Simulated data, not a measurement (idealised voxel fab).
Herein follows the process module entitled voxel capacitor over wiring.
FYI the section here is cut, 155 nm wide, cells are 5 nm squares.
How to read a cross-section here: the picture is a grid of square cells, written as bands going from the top down, and any band can span one or more rows of cells.
What a band's entry tells you: where the top is and where the bottom is, as heights in nm, and after that what lies inside, material by material from left to right, each with its width in nm. Empty space is written as the word "empty", and a single material marked with the word "edge to edge" occupies the band from edge to edge.
Heights are measured from 0, the level below which the as-received wafer is all one material; the lowest band has no bottom and continues downward, written as in "0 down".
Quick explanation for "30..40": the width changes in equal steps down the rows of cells, from the first number in the band's top row to the second number in its bottom row.
When a step is marked "nothing different", none of the cells in the cross-section changed during that step.
Closed-off voids of 8+ cells (no open route to the top) go in "Sealed-off cavities", written width x height at distance from the left edge, in nm.
On each step's line, the part that comes after the settings is the simulator's own comment on the step.
The line of a step may include "overlay nm". On a step with a mask, this value is how far to the right of its planned place the mask lay. A negative value means the mask lay to the left.
Pairs follow: section before one process step, section after it down to the lowest changed band, step with settings underneath. Pairs may come from different runs of this module on the same starting wafer; continuity with the pair above only as stated in the "Pre-process" entry.

**Pre-process**
- 0 down  Si edge to edge
- Sealed-off cavities: none

**Sectional Result**
- 10 to 0  SiO2 edge to edge
- Unchanged below 0.
- Sealed-off cavities: none
To go from the before cross-section above to the after cross-section, apply CONFORMAL_DEP,material SiO2,thk nm 10

Pre-process: unchanged from the after cross-section in the pair immediately above; refer to that figure.

**Sectional Result**
- 15 to 10  TiN edge to edge
- Unchanged below 10.
- Sealed-off cavities: none
To go from the before cross-section above to the after cross-section, apply DIRECTIONAL_DEP,material TiN,thk nm 5

Pre-process: unchanged from the after cross-section in the pair immediately above; refer to that figure.

**Sectional Result**
- 35 to 15  Ru edge to edge
- Unchanged below 15.
- Sealed-off cavities: none
To go from the before cross-section above to the after cross-section, apply DIRECTIONAL_DEP,material Ru,thk nm 20

Pre-process: unchanged from the after cross-section in the pair immediately above; refer to that figure.

**Sectional Result**
- 45 to 35  aC edge to edge
- Unchanged below 35.
- Sealed-off cavities: none
To go from the before cross-section above to the after cross-section, apply DIRECTIONAL_DEP,material aC,thk nm 10

Pre-process: unchanged from the after cross-section in the pair immediately above; refer to that figure.

**Sectional Result**
- 75 to 45  15 empty, then 25 resist, then 70 empty, then 25 resist, then 20 empty
- Unchanged below 45.
- Sealed-off cavities: none
To go from the before cross-section above to the after cross-section, apply PATTERN,tone cover,mask id METAL_1,material resist,width nm 25,pitch nm 95,thk nm 30,overlay nm 0

Pre-process: unchanged from the after cross-section in the pair immediately above; refer to that figure.

**Sectional Result**
- 65 to 45  15 empty, then 25 resist, then 70 empty, then 25 resist, then 20 empty
- 45 to 35  15 empty, then 25 aC, then 70 empty, then 25 aC, then 20 empty
- Unchanged below 35.
- Sealed-off cavities: none
To go from the before cross-section above to the after cross-section, apply DIRECTIONAL_ETCH,etch materials aC,depth nm 10

Pre-process: unchanged from the after cross-section in the pair immediately above; refer to that figure.

**Sectional Result**
- 45 to 35  15 empty, then 25 aC, then 70 empty, then 25 aC, then 20 empty
- Unchanged below 35.
- Sealed-off cavities: none
To go from the before cross-section above to the after cross-section, apply STRIP,etch materials resist

Pre-process: unchanged from the after cross-section in the pair immediately above; refer to that figure.

**Sectional Result**
- 45 to 35  15 empty, then 25 aC, then 70 empty, then 25 aC, then 20 empty
- 35 to 15  15 empty, then 25 Ru, then 70 empty, then 25 Ru, then 20 empty
- Unchanged below 15.
- Sealed-off cavities: none
To go from the before cross-section above to the after cross-section, apply DIRECTIONAL_ETCH,etch materials Ru,depth nm 20

Pre-process: unchanged from the after cross-section in the pair immediately above; refer to that figure.

**Sectional Result**
- 45 to 35  15 empty, then 25 aC, then 70 empty, then 25 aC, then 20 empty
- 35 to 15  15 empty, then 25 Ru, then 70 empty, then 25 Ru, then 20 empty
- 15 to 10  15 empty, then 25 TiN, then 70 empty, then 25 TiN, then 20 empty
- Unchanged below 10.
- Sealed-off cavities: none
To go from the before cross-section above to the after cross-section, apply DIRECTIONAL_ETCH,etch materials TiN,depth nm 5

Pre-process: unchanged from the after cross-section in the pair immediately above; refer to that figure.

**Sectional Result**
- 35 to 15  15 empty, then 25 Ru, then 70 empty, then 25 Ru, then 20 empty
- Unchanged below 15.
- Sealed-off cavities: none
To go from the before cross-section above to the after cross-section, apply STRIP,etch materials aC

Pre-process: unchanged from the after cross-section in the pair immediately above; refer to that figure.

**Sectional Result**
- 40 to 35  10 empty, then 35 SiN, then 60 empty, then 35 SiN, then 15 empty
- 35 to 15  10 empty, then 5 SiN, then 25 Ru, then 5 SiN, then 60 empty, then 5 SiN, then 25 Ru, then 5 SiN, then 15 empty
- 15 to 10  15 SiN, then 25 TiN, then 70 SiN, then 25 TiN, then 20 SiN
- Unchanged below 10.
- Sealed-off cavities: none
To go from the before cross-section above to the after cross-section, apply CONFORMAL_DEP,material SiN,thk nm 5

Pre-process: unchanged from the after cross-section in the pair immediately above; refer to that figure.

**Sectional Result**
- 45 to 40  lowk edge to edge
- 40 to 35  10 lowk, then 35 SiN, then 60 lowk, then 35 SiN, then 15 lowk
- 35 to 15  10 lowk, then 5 SiN, then 25 Ru, then 5 SiN, then 60 lowk, then 5 SiN, then 25 Ru, then 5 SiN, then 15 lowk
- Unchanged below 15.
- Sealed-off cavities: none
To go from the before cross-section above to the after cross-section, apply FILL_DEP,material lowk,thk nm 5

Pre-process: unchanged from the after cross-section in the pair immediately above; refer to that figure.

**Sectional Result**
- 35 to 15  10 lowk, then 5 SiN, then 25 Ru, then 5 SiN, then 60 lowk, then 5 SiN, then 25 Ru, then 5 SiN, then 15 lowk
- Unchanged below 15.
- Sealed-off cavities: none
To go from the before cross-section above to the after cross-section, apply CMP,height nm 35

Pre-process: unchanged from the after cross-section in the pair immediately above; refer to that figure.

**Sectional Result**
- 40 to 35  SiCN edge to edge
- Unchanged below 35.
- Sealed-off cavities: none
To go from the before cross-section above to the after cross-section, apply CONFORMAL_DEP,material SiCN,thk nm 5

Pre-process: unchanged from the after cross-section in the pair immediately above; refer to that figure.

**Sectional Result**
- 55 to 40  lowk edge to edge
- Unchanged below 40.
- Sealed-off cavities: none
To go from the before cross-section above to the after cross-section, apply DIRECTIONAL_DEP,material lowk,thk nm 15

Pre-process: unchanged from the after cross-section in the pair immediately above; refer to that figure.

**Sectional Result**
- 70 to 55  25 resist, then 15 empty, then 115 resist
- Unchanged below 55.
- Sealed-off cavities: none
To go from the before cross-section above to the after cross-section, apply PATTERN,tone open,mask id PLUG_1,material resist,width nm 15,thk nm 15,overlay nm 0

Pre-process: unchanged from the after cross-section in the pair immediately above; refer to that figure.

**Sectional Result**
- 70 to 55  25 resist, then 15 empty, then 115 resist
- 55 to 40  25 lowk, then 15 empty, then 115 lowk
- Unchanged below 40.
- Sealed-off cavities: none
To go from the before cross-section above to the after cross-section, apply DIRECTIONAL_ETCH,etch materials lowk,depth nm 15

Pre-process: unchanged from the after cross-section in the pair immediately above; refer to that figure.

**Sectional Result**
- 70 to 55  25 resist, then 15 empty, then 115 resist
- 55 to 40  25 lowk, then 15 empty, then 115 lowk
- 40 to 35  25 SiCN, then 15 empty, then 115 SiCN
- Unchanged below 35.
- Sealed-off cavities: none
To go from the before cross-section above to the after cross-section, apply DIRECTIONAL_ETCH,etch materials SiCN,depth nm 5

Pre-process: unchanged from the after cross-section in the pair immediately above; refer to that figure.

**Sectional Result**
- 55 to 40  25 lowk, then 15 empty, then 115 lowk
- Unchanged below 40.
- Sealed-off cavities: none
To go from the before cross-section above to the after cross-section, apply STRIP,etch materials resist

Pre-process: unchanged from the after cross-section in the pair immediately above; refer to that figure.

**Sectional Result**
- 55 to 45  25 lowk, then 15 empty, then 115 lowk
- 45 to 40  25 lowk, then 15 Ru, then 115 lowk
- 40 to 35  25 SiCN, then 15 Ru, then 115 SiCN
- Unchanged below 35.
- Sealed-off cavities: none
To go from the before cross-section above to the after cross-section, apply EPI,material Ru,thk nm 10

Pre-process: unchanged from the after cross-section in the pair immediately above; refer to that figure.

**Sectional Result**
- 55 to 40  25 lowk, then 15 Ru, then 115 lowk
- Unchanged below 40.
- Sealed-off cavities: none
To go from the before cross-section above to the after cross-section, apply EPI,material Ru,thk nm 10

Pre-process: unchanged from the after cross-section in the pair immediately above; refer to that figure.

**Sectional Result**
- 60 to 55  TiN edge to edge
- Unchanged below 55.
- Sealed-off cavities: none
To go from the before cross-section above to the after cross-section, apply DIRECTIONAL_DEP,material TiN,thk nm 5

Pre-process: unchanged from the after cross-section in the pair immediately above; refer to that figure.

**Sectional Result**
- 65 to 60  Al2O3 edge to edge
- Unchanged below 60.
- Sealed-off cavities: none
To go from the before cross-section above to the after cross-section, apply DIRECTIONAL_DEP,material Al2O3,thk nm 5

Pre-process: unchanged from the after cross-section in the pair immediately above; refer to that figure.

**Sectional Result**
- 75 to 65  TiN edge to edge
- Unchanged below 65.
- Sealed-off cavities: none
To go from the before cross-section above to the after cross-section, apply DIRECTIONAL_DEP,material TiN,thk nm 10

Pre-process: unchanged from the after cross-section in the pair immediately above; refer to that figure.

**Sectional Result**
- 95 to 75  25 empty, then 75 resist, then 55 empty
- Unchanged below 75.
- Sealed-off cavities: none
To go from the before cross-section above to the after cross-section, apply PATTERN,tone cover,mask id UPPER_PLATE,material resist,width nm 75,thk nm 20,overlay nm 0

Pre-process: unchanged from the after cross-section in the pair immediately above; refer to that figure.

**Sectional Result**
- 95 to 75  25 empty, then 75 resist, then 55 empty
- 75 to 65  25 empty, then 75 TiN, then 55 empty
- Unchanged below 65.
- Sealed-off cavities: none
To go from the before cross-section above to the after cross-section, apply DIRECTIONAL_ETCH,etch materials TiN,depth nm 10

Pre-process: unchanged from the after cross-section in the pair immediately above; refer to that figure.

**Sectional Result**
- 95 to 75  25 empty, then 75 resist, then 55 empty
- 75 to 65  25 empty, then 75 TiN, then 55 empty
- 65 to 60  25 empty, then 75 Al2O3, then 55 empty
- Unchanged below 60.
- Sealed-off cavities: none
To go from the before cross-section above to the after cross-section, apply DIRECTIONAL_ETCH,etch materials Al2O3,depth nm 5

Pre-process: unchanged from the after cross-section in the pair immediately above; refer to that figure.

**Sectional Result**
- 75 to 65  25 empty, then 75 TiN, then 55 empty
- Unchanged below 65.
- Sealed-off cavities: none
To go from the before cross-section above to the after cross-section, apply STRIP,etch materials resist

Pre-process: unchanged from the after cross-section in the pair immediately above; refer to that figure.

**Sectional Result**
- 95 to 75  20 empty, then 85 resist, then 50 empty
- 75 to 65  20 empty, then 5 resist, then 75 TiN, then 5 resist, then 50 empty
- 65 to 60  20 empty, then 5 resist, then 75 Al2O3, then 5 resist, then 50 empty
- Unchanged below 60.
- Sealed-off cavities: none
To go from the before cross-section above to the after cross-section, apply PATTERN,tone cover,mask id LOWER_PLATE,material resist,width nm 85,thk nm 20,overlay nm 0

Pre-process: unchanged from the after cross-section in the pair immediately above; refer to that figure.

**Sectional Result**
- 95 to 75  20 empty, then 85 resist, then 50 empty
- 75 to 65  20 empty, then 5 resist, then 75 TiN, then 5 resist, then 50 empty
- 65 to 60  20 empty, then 5 resist, then 75 Al2O3, then 5 resist, then 50 empty
- 60 to 55  20 empty, then 85 TiN, then 50 empty
- Unchanged below 55.
- Sealed-off cavities: none
To go from the before cross-section above to the after cross-section, apply DIRECTIONAL_ETCH,etch materials TiN,depth nm 5

Pre-process: unchanged from the after cross-section in the pair immediately above; refer to that figure.

**Sectional Result**
- 75 to 65  25 empty, then 75 TiN, then 55 empty
- 65 to 60  25 empty, then 75 Al2O3, then 55 empty
- Unchanged below 60.
- Sealed-off cavities: none
To go from the before cross-section above to the after cross-section, apply STRIP,etch materials resist

Pre-process: unchanged from the after cross-section in the pair immediately above; refer to that figure.

**Sectional Result**
- 90 to 75  SiO2 edge to edge
- 75 to 65  25 SiO2, then 75 TiN, then 55 SiO2
- 65 to 60  25 SiO2, then 75 Al2O3, then 55 SiO2
- 60 to 55  20 SiO2, then 85 TiN, then 50 SiO2
- Unchanged below 55.
- Sealed-off cavities: none
To go from the before cross-section above to the after cross-section, apply FILL_DEP,material SiO2,thk nm 15

Pre-process: unchanged from the after cross-section in the pair immediately above; refer to that figure.

**Sectional Result**
- 85 to 75  SiO2 edge to edge
- Unchanged below 75.
- Sealed-off cavities: none
To go from the before cross-section above to the after cross-section, apply CMP,height nm 85

Pre-process: unchanged from the after cross-section in the pair immediately above; refer to that figure.

**Sectional Result**
- 95 to 85  aC edge to edge
- Unchanged below 85.
- Sealed-off cavities: none
To go from the before cross-section above to the after cross-section, apply DIRECTIONAL_DEP,material aC,thk nm 10

Pre-process: unchanged from the after cross-section in the pair immediately above; refer to that figure.

**Sectional Result**
- 120 to 95  35 resist, then 15 empty, then 105 resist
- Unchanged below 95.
- Sealed-off cavities: none
To go from the before cross-section above to the after cross-section, apply PATTERN,tone open,mask id PLUG_2,material resist,width nm 15,thk nm 25,overlay nm 0

Pre-process: unchanged from the after cross-section in the pair immediately above; refer to that figure.

**Sectional Result**
- 110 to 95  35 resist, then 15 empty, then 105 resist
- 95 to 85  35 aC, then 15 empty, then 105 aC
- Unchanged below 85.
- Sealed-off cavities: none
To go from the before cross-section above to the after cross-section, apply DIRECTIONAL_ETCH,etch materials aC,depth nm 10

Pre-process: unchanged from the after cross-section in the pair immediately above; refer to that figure.

**Sectional Result**
- 95 to 85  35 aC, then 15 empty, then 105 aC
- Unchanged below 85.
- Sealed-off cavities: none
To go from the before cross-section above to the after cross-section, apply STRIP,etch materials resist

Pre-process: unchanged from the after cross-section in the pair immediately above; refer to that figure.

**Sectional Result**
- 95 to 85  35 aC, then 15 empty, then 105 aC
- 85 to 75  35 SiO2, then 15 empty, then 105 SiO2
- Unchanged below 75.
- Sealed-off cavities: none
To go from the before cross-section above to the after cross-section, apply DIRECTIONAL_ETCH,etch materials SiO2,depth nm 10

Pre-process: unchanged from the after cross-section in the pair immediately above; refer to that figure.

**Sectional Result**
- 85 to 75  35 SiO2, then 15 empty, then 105 SiO2
- Unchanged below 75.
- Sealed-off cavities: none
To go from the before cross-section above to the after cross-section, apply STRIP,etch materials aC

Pre-process: unchanged from the after cross-section in the pair immediately above; refer to that figure.

**Sectional Result**
- 90 to 85  40 TiN, then 5 empty, then 110 TiN
- 85 to 80  35 SiO2, then 5 TiN, then 5 empty, then 5 TiN, then 105 SiO2
- 80 to 75  35 SiO2, then 15 TiN, then 105 SiO2
- Unchanged below 75.
- Sealed-off cavities: none
To go from the before cross-section above to the after cross-section, apply CONFORMAL_DEP,material TiN,thk nm 5

Pre-process: unchanged from the after cross-section in the pair immediately above; refer to that figure.

**Sectional Result**
- 100 to 90  Ru edge to edge
- 90 to 85  40 TiN, then 5 Ru, then 110 TiN
- 85 to 80  35 SiO2, then 5 TiN, then 5 Ru, then 5 TiN, then 105 SiO2
- Unchanged below 80.
- Sealed-off cavities: none
To go from the before cross-section above to the after cross-section, apply FILL_DEP,material Ru,thk nm 10

Pre-process: unchanged from the after cross-section in the pair immediately above; refer to that figure.

**Sectional Result**
- 85 to 80  35 SiO2, then 5 TiN, then 5 Ru, then 5 TiN, then 105 SiO2
- Unchanged below 80.
- Sealed-off cavities: none
To go from the before cross-section above to the after cross-section, apply CMP,height nm 85

Pre-process: unchanged from the after cross-section in the pair immediately above; refer to that figure.

**Sectional Result**
- 90 to 85  SiCN edge to edge
- Unchanged below 85.
- Sealed-off cavities: none
To go from the before cross-section above to the after cross-section, apply CONFORMAL_DEP,material SiCN,thk nm 5

**Pre-process**
- 60 to 55  TiN edge to edge
- 55 to 40  25 lowk, then 15 Ru, then 115 lowk
- 40 to 35  25 SiCN, then 15 Ru, then 115 SiCN
- 35 to 15  10 lowk, then 5 SiN, then 25 Ru, then 5 SiN, then 60 lowk, then 5 SiN, then 25 Ru, then 5 SiN, then 15 lowk
- 15 to 10  15 SiN, then 25 TiN, then 70 SiN, then 25 TiN, then 20 SiN
- 10 to 0  SiO2 edge to edge
- 0 down  Si edge to edge
- Sealed-off cavities: none

**Sectional Result**
- 70 to 55  TiN edge to edge
- Unchanged below 55.
- Sealed-off cavities: none
To go from the before cross-section above to the after cross-section, apply DIRECTIONAL_DEP,material TiN,thk nm 10

Pre-process: unchanged from the after cross-section in the pair immediately above; refer to that figure.

**Sectional Result**
- 90 to 70  25 empty, then 75 resist, then 55 empty
- Unchanged below 70.
- Sealed-off cavities: none
To go from the before cross-section above to the after cross-section, apply PATTERN,tone cover,mask id UPPER_PLATE,material resist,width nm 75,thk nm 20,overlay nm 0

Pre-process: unchanged from the after cross-section in the pair immediately above; refer to that figure.

**Sectional Result**
- 90 to 70  25 empty, then 75 resist, then 55 empty
- 70 to 60  25 empty, then 75 TiN, then 55 empty
- Unchanged below 60.
- Sealed-off cavities: none
To go from the before cross-section above to the after cross-section, apply DIRECTIONAL_ETCH,etch materials TiN,depth nm 10

Pre-process: unchanged from the after cross-section in the pair immediately above; refer to that figure.

**Sectional Result**
- 70 to 60  25 empty, then 75 TiN, then 55 empty
- Unchanged below 60.
- Sealed-off cavities: none
To go from the before cross-section above to the after cross-section, apply STRIP,etch materials resist

Pre-process: unchanged from the after cross-section in the pair immediately above; refer to that figure.

**Sectional Result**
- 90 to 70  20 empty, then 85 resist, then 50 empty
- 70 to 60  20 empty, then 5 resist, then 75 TiN, then 5 resist, then 50 empty
- Unchanged below 60.
- Sealed-off cavities: none
To go from the before cross-section above to the after cross-section, apply PATTERN,tone cover,mask id LOWER_PLATE,material resist,width nm 85,thk nm 20,overlay nm 0

Pre-process: unchanged from the after cross-section in the pair immediately above; refer to that figure.

**Sectional Result**
- 90 to 70  20 empty, then 85 resist, then 50 empty
- 70 to 60  20 empty, then 5 resist, then 75 TiN, then 5 resist, then 50 empty
- 60 to 55  20 empty, then 85 TiN, then 50 empty
- Unchanged below 55.
- Sealed-off cavities: none
To go from the before cross-section above to the after cross-section, apply DIRECTIONAL_ETCH,etch materials TiN,depth nm 5

Pre-process: unchanged from the after cross-section in the pair immediately above; refer to that figure.

**Sectional Result**
- 70 to 60  25 empty, then 75 TiN, then 55 empty
- Unchanged below 60.
- Sealed-off cavities: none
To go from the before cross-section above to the after cross-section, apply STRIP,etch materials resist

Pre-process: unchanged from the after cross-section in the pair immediately above; refer to that figure.

**Sectional Result**
- 85 to 70  SiO2 edge to edge
- 70 to 60  25 SiO2, then 75 TiN, then 55 SiO2
- 60 to 55  20 SiO2, then 85 TiN, then 50 SiO2
- Unchanged below 55.
- Sealed-off cavities: none
To go from the before cross-section above to the after cross-section, apply FILL_DEP,material SiO2,thk nm 15

Pre-process: unchanged from the after cross-section in the pair immediately above; refer to that figure.

**Sectional Result**
- 95 to 85  aC edge to edge
- Unchanged below 85.
- Sealed-off cavities: none
To go from the before cross-section above to the after cross-section, apply DIRECTIONAL_DEP,material aC,thk nm 10

Pre-process: unchanged from the after cross-section in the pair immediately above; refer to that figure.

**Sectional Result**
- 120 to 95  35 resist, then 15 empty, then 105 resist
- Unchanged below 95.
- Sealed-off cavities: none
To go from the before cross-section above to the after cross-section, apply PATTERN,tone open,mask id PLUG_2,material resist,width nm 15,thk nm 25,overlay nm 0

Pre-process: unchanged from the after cross-section in the pair immediately above; refer to that figure.

**Sectional Result**
- 110 to 95  35 resist, then 15 empty, then 105 resist
- 95 to 85  35 aC, then 15 empty, then 105 aC
- Unchanged below 85.
- Sealed-off cavities: none
To go from the before cross-section above to the after cross-section, apply DIRECTIONAL_ETCH,etch materials aC,depth nm 10

Pre-process: unchanged from the after cross-section in the pair immediately above; refer to that figure.

**Sectional Result**
- 95 to 85  35 aC, then 15 empty, then 105 aC
- Unchanged below 85.
- Sealed-off cavities: none
To go from the before cross-section above to the after cross-section, apply STRIP,etch materials resist

Pre-process: unchanged from the after cross-section in the pair immediately above; refer to that figure.

**Sectional Result**
- 95 to 85  35 aC, then 15 empty, then 105 aC
- 85 to 75  35 SiO2, then 15 empty, then 105 SiO2
- Unchanged below 75.
- Sealed-off cavities: none
To go from the before cross-section above to the after cross-section, apply DIRECTIONAL_ETCH,etch materials SiO2,depth nm 10

Pre-process: unchanged from the after cross-section in the pair immediately above; refer to that figure.

**Sectional Result**
- 85 to 75  35 SiO2, then 15 empty, then 105 SiO2
- Unchanged below 75.
- Sealed-off cavities: none
To go from the before cross-section above to the after cross-section, apply STRIP,etch materials aC

Pre-process: unchanged from the after cross-section in the pair immediately above; refer to that figure.

**Sectional Result**
- 90 to 85  40 TiN, then 5 empty, then 110 TiN
- 85 to 80  35 SiO2, then 5 TiN, then 5 empty, then 5 TiN, then 105 SiO2
- 80 to 75  35 SiO2, then 15 TiN, then 105 SiO2
- Unchanged below 75.
- Sealed-off cavities: none
To go from the before cross-section above to the after cross-section, apply CONFORMAL_DEP,material TiN,thk nm 5

Pre-process: unchanged from the after cross-section in the pair immediately above; refer to that figure.

**Sectional Result**
- 100 to 90  Ru edge to edge
- 90 to 85  40 TiN, then 5 Ru, then 110 TiN
- 85 to 80  35 SiO2, then 5 TiN, then 5 Ru, then 5 TiN, then 105 SiO2
- Unchanged below 80.
- Sealed-off cavities: none
To go from the before cross-section above to the after cross-section, apply FILL_DEP,material Ru,thk nm 10

Pre-process: unchanged from the after cross-section in the pair immediately above; refer to that figure.

**Sectional Result**
- 85 to 80  35 SiO2, then 5 TiN, then 5 Ru, then 5 TiN, then 105 SiO2
- Unchanged below 80.
- Sealed-off cavities: none
To go from the before cross-section above to the after cross-section, apply CMP,height nm 85

Pre-process: unchanged from the after cross-section in the pair immediately above; refer to that figure.

**Sectional Result**
- 90 to 85  SiCN edge to edge
- Unchanged below 85.
- Sealed-off cavities: none
To go from the before cross-section above to the after cross-section, apply CONFORMAL_DEP,material SiCN,thk nm 5

**Pre-process**
- 55 to 40  lowk edge to edge
- 40 to 35  SiCN edge to edge
- 35 to 15  10 lowk, then 5 SiN, then 25 Ru, then 5 SiN, then 60 lowk, then 5 SiN, then 25 Ru, then 5 SiN, then 15 lowk
- 15 to 10  15 SiN, then 25 TiN, then 70 SiN, then 25 TiN, then 20 SiN
- 10 to 0  SiO2 edge to edge
- 0 down  Si edge to edge
- Sealed-off cavities: none

**Sectional Result**
- 70 to 40  lowk edge to edge
- Unchanged below 40.
- Sealed-off cavities: none
To go from the before cross-section above to the after cross-section, apply DIRECTIONAL_DEP,material lowk,thk nm 15

Pre-process: unchanged from the after cross-section in the pair immediately above; refer to that figure.

**Sectional Result**
- 85 to 70  25 resist, then 15 empty, then 115 resist
- Unchanged below 70.
- Sealed-off cavities: none
To go from the before cross-section above to the after cross-section, apply PATTERN,tone open,mask id PLUG_1,material resist,width nm 15,thk nm 15,overlay nm 0

Pre-process: unchanged from the after cross-section in the pair immediately above; refer to that figure.

**Sectional Result**
- 85 to 70  25 resist, then 15 empty, then 115 resist
- 70 to 55  25 lowk, then 15 empty, then 115 lowk
- Unchanged below 55.
- Sealed-off cavities: none
To go from the before cross-section above to the after cross-section, apply DIRECTIONAL_ETCH,etch materials lowk,depth nm 15

Pre-process: unchanged from the after cross-section in the pair immediately above; refer to that figure.

**Sectional Result**
- 70 to 55  25 lowk, then 15 empty, then 115 lowk
- Unchanged below 55.
- Sealed-off cavities: none
To go from the before cross-section above to the after cross-section, apply STRIP,etch materials resist

Pre-process: unchanged from the after cross-section in the pair immediately above; refer to that figure.

**Sectional Result**
- 75 to 70  25 TiN, then 15 empty, then 115 TiN
- 70 to 60  25 lowk, then 15 empty, then 115 lowk
- 60 to 55  25 lowk, then 15 TiN, then 115 lowk
- Unchanged below 55.
- Sealed-off cavities: none
To go from the before cross-section above to the after cross-section, apply DIRECTIONAL_DEP,material TiN,thk nm 5

Pre-process: unchanged from the after cross-section in the pair immediately above; refer to that figure.

**Sectional Result**
- 80 to 75  25 Al2O3, then 15 empty, then 115 Al2O3
- 75 to 70  25 TiN, then 15 empty, then 115 TiN
- 70 to 65  25 lowk, then 15 empty, then 115 lowk
- 65 to 60  25 lowk, then 15 Al2O3, then 115 lowk
- Unchanged below 60.
- Sealed-off cavities: none
To go from the before cross-section above to the after cross-section, apply DIRECTIONAL_DEP,material Al2O3,thk nm 5

Pre-process: unchanged from the after cross-section in the pair immediately above; refer to that figure.

**Sectional Result**
- 90 to 80  25 TiN, then 15 empty, then 115 TiN
- 80 to 75  25 Al2O3, then 15 empty, then 115 Al2O3
- 75 to 70  TiN edge to edge
- 70 to 65  25 lowk, then 15 TiN, then 115 lowk
- Unchanged below 65.
- Sealed-off cavities: none
To go from the before cross-section above to the after cross-section, apply DIRECTIONAL_DEP,material TiN,thk nm 10

Pre-process: unchanged from the after cross-section in the pair immediately above; refer to that figure.

**Sectional Result**
- 110 to 90  25 empty, then 75 resist, then 55 empty
- 90 to 80  25 TiN, then 15 resist, then 115 TiN
- 80 to 75  25 Al2O3, then 15 resist, then 115 Al2O3
- Unchanged below 75.
- Sealed-off cavities: none
To go from the before cross-section above to the after cross-section, apply PATTERN,tone cover,mask id UPPER_PLATE,material resist,width nm 75,thk nm 20,overlay nm 0

Pre-process: unchanged from the after cross-section in the pair immediately above; refer to that figure.

**Sectional Result**
- 110 to 90  25 empty, then 75 resist, then 55 empty
- 90 to 80  25 empty, then 15 resist, then 60 TiN, then 55 empty
- Unchanged below 80.
- Sealed-off cavities: none
To go from the before cross-section above to the after cross-section, apply DIRECTIONAL_ETCH,etch materials TiN,depth nm 10

Pre-process: unchanged from the after cross-section in the pair immediately above; refer to that figure.

**Sectional Result**
- 110 to 90  25 empty, then 75 resist, then 55 empty
- 90 to 80  25 empty, then 15 resist, then 60 TiN, then 55 empty
- 80 to 75  25 empty, then 15 resist, then 60 Al2O3, then 55 empty
- Unchanged below 75.
- Sealed-off cavities: none
To go from the before cross-section above to the after cross-section, apply DIRECTIONAL_ETCH,etch materials Al2O3,depth nm 5

Pre-process: unchanged from the after cross-section in the pair immediately above; refer to that figure.

**Sectional Result**
- 90 to 80  40 empty, then 60 TiN, then 55 empty
- 80 to 75  40 empty, then 60 Al2O3, then 55 empty
- Unchanged below 75.
- Sealed-off cavities: none
To go from the before cross-section above to the after cross-section, apply STRIP,etch materials resist

Pre-process: unchanged from the after cross-section in the pair immediately above; refer to that figure.

**Sectional Result**
- 110 to 90  20 empty, then 85 resist, then 50 empty
- 90 to 80  20 empty, then 20 resist, then 60 TiN, then 5 resist, then 50 empty
- 80 to 75  20 empty, then 20 resist, then 60 Al2O3, then 5 resist, then 50 empty
- Unchanged below 75.
- Sealed-off cavities: none
To go from the before cross-section above to the after cross-section, apply PATTERN,tone cover,mask id LOWER_PLATE,material resist,width nm 85,thk nm 20,overlay nm 0

Pre-process: unchanged from the after cross-section in the pair immediately above; refer to that figure.

**Sectional Result**
- 110 to 90  20 empty, then 85 resist, then 50 empty
- 90 to 80  20 empty, then 20 resist, then 60 TiN, then 5 resist, then 50 empty
- 80 to 75  20 empty, then 20 resist, then 60 Al2O3, then 5 resist, then 50 empty
- 75 to 70  20 empty, then 85 TiN, then 50 empty
- Unchanged below 70.
- Sealed-off cavities: none
To go from the before cross-section above to the after cross-section, apply DIRECTIONAL_ETCH,etch materials TiN,depth nm 5

Pre-process: unchanged from the after cross-section in the pair immediately above; refer to that figure.

**Sectional Result**
- 90 to 80  40 empty, then 60 TiN, then 55 empty
- 80 to 75  40 empty, then 60 Al2O3, then 55 empty
- Unchanged below 75.
- Sealed-off cavities: none
To go from the before cross-section above to the after cross-section, apply STRIP,etch materials resist

Pre-process: unchanged from the after cross-section in the pair immediately above; refer to that figure.

**Sectional Result**
- 105 to 90  SiO2 edge to edge
- 90 to 80  40 SiO2, then 60 TiN, then 55 SiO2
- 80 to 75  40 SiO2, then 60 Al2O3, then 55 SiO2
- 75 to 70  20 SiO2, then 85 TiN, then 50 SiO2
- Unchanged below 70.
- Sealed-off cavities: none
To go from the before cross-section above to the after cross-section, apply FILL_DEP,material SiO2,thk nm 15

Pre-process: unchanged from the after cross-section in the pair immediately above; refer to that figure.

**Sectional Result**
- 85 to 80  40 SiO2, then 60 TiN, then 55 SiO2
- Unchanged below 80.
- Sealed-off cavities: none
To go from the before cross-section above to the after cross-section, apply CMP,height nm 85

Pre-process: unchanged from the after cross-section in the pair immediately above; refer to that figure.

**Sectional Result**
- 95 to 85  aC edge to edge
- Unchanged below 85.
- Sealed-off cavities: none
To go from the before cross-section above to the after cross-section, apply DIRECTIONAL_DEP,material aC,thk nm 10

Pre-process: unchanged from the after cross-section in the pair immediately above; refer to that figure.

**Sectional Result**
- 120 to 95  35 resist, then 15 empty, then 105 resist
- Unchanged below 95.
- Sealed-off cavities: none
To go from the before cross-section above to the after cross-section, apply PATTERN,tone open,mask id PLUG_2,material resist,width nm 15,thk nm 25,overlay nm 0

Pre-process: unchanged from the after cross-section in the pair immediately above; refer to that figure.

**Sectional Result**
- 110 to 95  35 resist, then 15 empty, then 105 resist
- 95 to 85  35 aC, then 15 empty, then 105 aC
- Unchanged below 85.
- Sealed-off cavities: none
To go from the before cross-section above to the after cross-section, apply DIRECTIONAL_ETCH,etch materials aC,depth nm 10

Pre-process: unchanged from the after cross-section in the pair immediately above; refer to that figure.

**Sectional Result**
- 95 to 85  35 aC, then 15 empty, then 105 aC
- Unchanged below 85.
- Sealed-off cavities: none
To go from the before cross-section above to the after cross-section, apply STRIP,etch materials resist

Pre-process: unchanged from the after cross-section in the pair immediately above; refer to that figure.

**Sectional Result**
- 95 to 85  35 aC, then 15 empty, then 105 aC
- 85 to 80  35 SiO2, then 5 empty, then 60 TiN, then 55 SiO2
- 80 to 75  35 SiO2, then 5 empty, then 60 Al2O3, then 55 SiO2
- Unchanged below 75.
- Sealed-off cavities: none
To go from the before cross-section above to the after cross-section, apply DIRECTIONAL_ETCH,etch materials SiO2,depth nm 10

Pre-process: unchanged from the after cross-section in the pair immediately above; refer to that figure.

**Sectional Result**
- 85 to 80  35 SiO2, then 5 empty, then 60 TiN, then 55 SiO2
- Unchanged below 80.
- Sealed-off cavities: none
To go from the before cross-section above to the after cross-section, apply STRIP,etch materials aC
